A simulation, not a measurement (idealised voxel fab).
process module | voxel self aligned vias
cross-section cut | 285 nm wide | cells 5 nm
A cross-section is a grid of square cells, given in bands from the top down. A band is one or more rows of cells.
Each band's line starts with the height of the band's top and of its bottom, in nm. Then come its materials from left to right, each with its width in nm. One material with "throughout" fills the band from edge to edge. "air" is empty space.
Height 0 is the level under which the wafer as received is all one material. The lowest band goes on downwards, as in "0 down".
A width such as "30 to 40" changes by the same amount from each row of cells to the next, from the band's top row to its bottom row.
"no change" after a step means that no cell of the cross-section changed.
closed voids: empty space of 8 cells or more with no open way to the top, each as width x height at its distance from the left edge, in nm
after a step's settings: what the simulator itself notes on the step
overlay nm, on a step with a mask: how far to the right of its planned place the mask lay; to the left if negative
plan
1 op RECEIVE | material Si
2 op CONFORMAL_DEP | material SiO2 | thk nm 15
3 op CONFORMAL_DEP | material SiCN | thk nm 5
4 op DIRECTIONAL_DEP | material lowk | thk nm 25
5 op MASKED_ETCH | tone open | mask id LINES | width nm 30 | pitch nm 60 | etch materials lowk | depth nm 25 | overlay nm 0
6 op CONFORMAL_DEP | material TiN | thk nm 5
7 op FILL_DEP | material W | thk nm 10
8 op CMP | height nm 45
9 op SELECTIVE_ETCH | etch materials W Ru TiN | depth nm 5
10 op FILL_DEP | material SiN | thk nm 5
11 op CMP | height nm 45
12 op DIRECTIONAL_DEP | material lowk | thk nm 20
13 op MASKED_ETCH | tone open | mask id VIAS | width nm 40 | pitch nm 60 | etch materials lowk | depth nm 20 | overlay nm 0
14 op MASKED_ETCH | tone open | mask id VIAS | width nm 40 | pitch nm 60 | etch materials SiN | depth nm 5 | overlay nm 0
15 op CONFORMAL_DEP | material TiN | thk nm 5
16 op FILL_DEP | material Cu | thk nm 5
17 op CMP | height nm 65
18 op CONFORMAL_DEP | material SiCN | thk nm 5
first wafer, as planned
as received, after step 1
  0 down: Si throughout
  closed voids: none
after step 2
  15 to 0: SiO2 throughout
  below 0: unchanged
after step 3
  20 to 15: SiCN throughout
  below 15: unchanged
after step 4
  45 to 20: lowk throughout
  below 20: unchanged
after step 5
  45 to 20: lowk 65 | air 30 | lowk 30 | air 30 | lowk 30 | air 30 | lowk 70
  below 20: unchanged
after step 6
  50 to 45: TiN 70 | air 20 | TiN 40 | air 20 | TiN 40 | air 20 | TiN 75
  45 to 25: lowk 65 | TiN 5 | air 20 | TiN 5 | lowk 30 | TiN 5 | air 20 | TiN 5 | lowk 30 | TiN 5 | air 20 | TiN 5 | lowk 70
  25 to 20: lowk 65 | TiN 30 | lowk 30 | TiN 30 | lowk 30 | TiN 30 | lowk 70
  below 20: unchanged
after step 7
  60 to 50: W throughout
  50 to 45: TiN 70 | W 20 | TiN 40 | W 20 | TiN 40 | W 20 | TiN 75
  45 to 25: lowk 65 | TiN 5 | W 20 | TiN 5 | lowk 30 | TiN 5 | W 20 | TiN 5 | lowk 30 | TiN 5 | W 20 | TiN 5 | lowk 70
  below 25: unchanged
after step 8
  45 to 25: lowk 65 | TiN 5 | W 20 | TiN 5 | lowk 30 | TiN 5 | W 20 | TiN 5 | lowk 30 | TiN 5 | W 20 | TiN 5 | lowk 70
  below 25: unchanged
after step 9
  45 to 40: lowk 65 | air 30 | lowk 30 | air 30 | lowk 30 | air 30 | lowk 70
  below 40: unchanged
after step 10
  50 to 45: SiN throughout
  45 to 40: lowk 65 | SiN 30 | lowk 30 | SiN 30 | lowk 30 | SiN 30 | lowk 70
  below 40: unchanged
after step 11
  45 to 40: lowk 65 | SiN 30 | lowk 30 | SiN 30 | lowk 30 | SiN 30 | lowk 70
  below 40: unchanged
after step 12
  65 to 45: lowk throughout
  below 45: unchanged
after step 13
  65 to 45: lowk 60 | air 40 | lowk 20 | air 40 | lowk 20 | air 40 | lowk 65
  below 45: unchanged
after step 14
  65 to 45: lowk 60 | air 40 | lowk 20 | air 40 | lowk 20 | air 40 | lowk 65
  45 to 40: lowk 65 | air 30 | lowk 30 | air 30 | lowk 30 | air 30 | lowk 70
  below 40: unchanged
after step 15
  70 to 65: TiN 65 | air 30 | TiN 30 | air 30 | TiN 30 | air 30 | TiN 70
  65 to 50: lowk 60 | TiN 5 | air 30 | TiN 5 | lowk 20 | TiN 5 | air 30 | TiN 5 | lowk 20 | TiN 5 | air 30 | TiN 5 | lowk 65
  50 to 45: lowk 60 | TiN 10 | air 20 | TiN 10 | lowk 20 | TiN 10 | air 20 | TiN 10 | lowk 20 | TiN 10 | air 20 | TiN 10 | lowk 65
  45 to 40: lowk 65 | TiN 30 | lowk 30 | TiN 30 | lowk 30 | TiN 30 | lowk 70
  below 40: unchanged
after step 16
  75 to 70: Cu throughout
  70 to 65: TiN 65 | Cu 30 | TiN 30 | Cu 30 | TiN 30 | Cu 30 | TiN 70
  65 to 50: lowk 60 | TiN 5 | Cu 30 | TiN 5 | lowk 20 | TiN 5 | Cu 30 | TiN 5 | lowk 20 | TiN 5 | Cu 30 | TiN 5 | lowk 65
  50 to 45: lowk 60 | TiN 10 | Cu 20 | TiN 10 | lowk 20 | TiN 10 | Cu 20 | TiN 10 | lowk 20 | TiN 10 | Cu 20 | TiN 10 | lowk 65
  below 45: unchanged
after step 17
  65 to 50: lowk 60 | TiN 5 | Cu 30 | TiN 5 | lowk 20 | TiN 5 | Cu 30 | TiN 5 | lowk 20 | TiN 5 | Cu 30 | TiN 5 | lowk 65
  below 50: unchanged
after step 18
  70 to 65: SiCN throughout
  below 65: unchanged
second wafer: like start, like plan, one mistake. Through step 2 it matches the first wafer
when step 3 should have ended
  40 to 15: lowk throughout
  below 15: unchanged
when step 4 should have ended
  45 to 40: SiCN throughout
  below 40: unchanged
when step 5 should have ended: no change
when step 6 should have ended
  50 to 45: TiN throughout
  below 45: unchanged
when step 7 should have ended
  60 to 50: W throughout
  below 50: unchanged
when step 8 should have ended
  45 to 40: SiCN throughout
  below 40: unchanged
when step 9 should have ended: no change
when step 10 should have ended
  50 to 45: SiN throughout
  below 45: unchanged
when step 11 should have ended
  45 to 40: SiCN throughout
  below 40: unchanged
when step 12 should have ended
  65 to 45: lowk throughout
  below 45: unchanged
when step 13 should have ended
  65 to 45: lowk 60 | air 40 | lowk 20 | air 40 | lowk 20 | air 40 | lowk 65
  below 45: unchanged
when step 14 should have ended: no change
when step 15 should have ended
  70 to 65: TiN 65 | air 30 | TiN 30 | air 30 | TiN 30 | air 30 | TiN 70
  65 to 50: lowk 60 | TiN 5 | air 30 | TiN 5 | lowk 20 | TiN 5 | air 30 | TiN 5 | lowk 20 | TiN 5 | air 30 | TiN 5 | lowk 65
  50 to 45: lowk 60 | TiN 40 | lowk 20 | TiN 40 | lowk 20 | TiN 40 | lowk 65
  below 45: unchanged
when step 16 should have ended
  75 to 70: Cu throughout
  70 to 65: TiN 65 | Cu 30 | TiN 30 | Cu 30 | TiN 30 | Cu 30 | TiN 70
  65 to 50: lowk 60 | TiN 5 | Cu 30 | TiN 5 | lowk 20 | TiN 5 | Cu 30 | TiN 5 | lowk 20 | TiN 5 | Cu 30 | TiN 5 | lowk 65
  below 50: unchanged
when step 17 should have ended
  65 to 50: lowk 60 | TiN 5 | Cu 30 | TiN 5 | lowk 20 | TiN 5 | Cu 30 | TiN 5 | lowk 20 | TiN 5 | Cu 30 | TiN 5 | lowk 65
  below 50: unchanged
when step 18 should have ended
  70 to 65: SiCN throughout
  below 65: unchanged
what went wrong: steps 3 and 4 were swapped
at the end the second wafer has, in cells: 12 fewer of Cu | 42 fewer of TiN | 36 fewer of W | 90 more of lowk
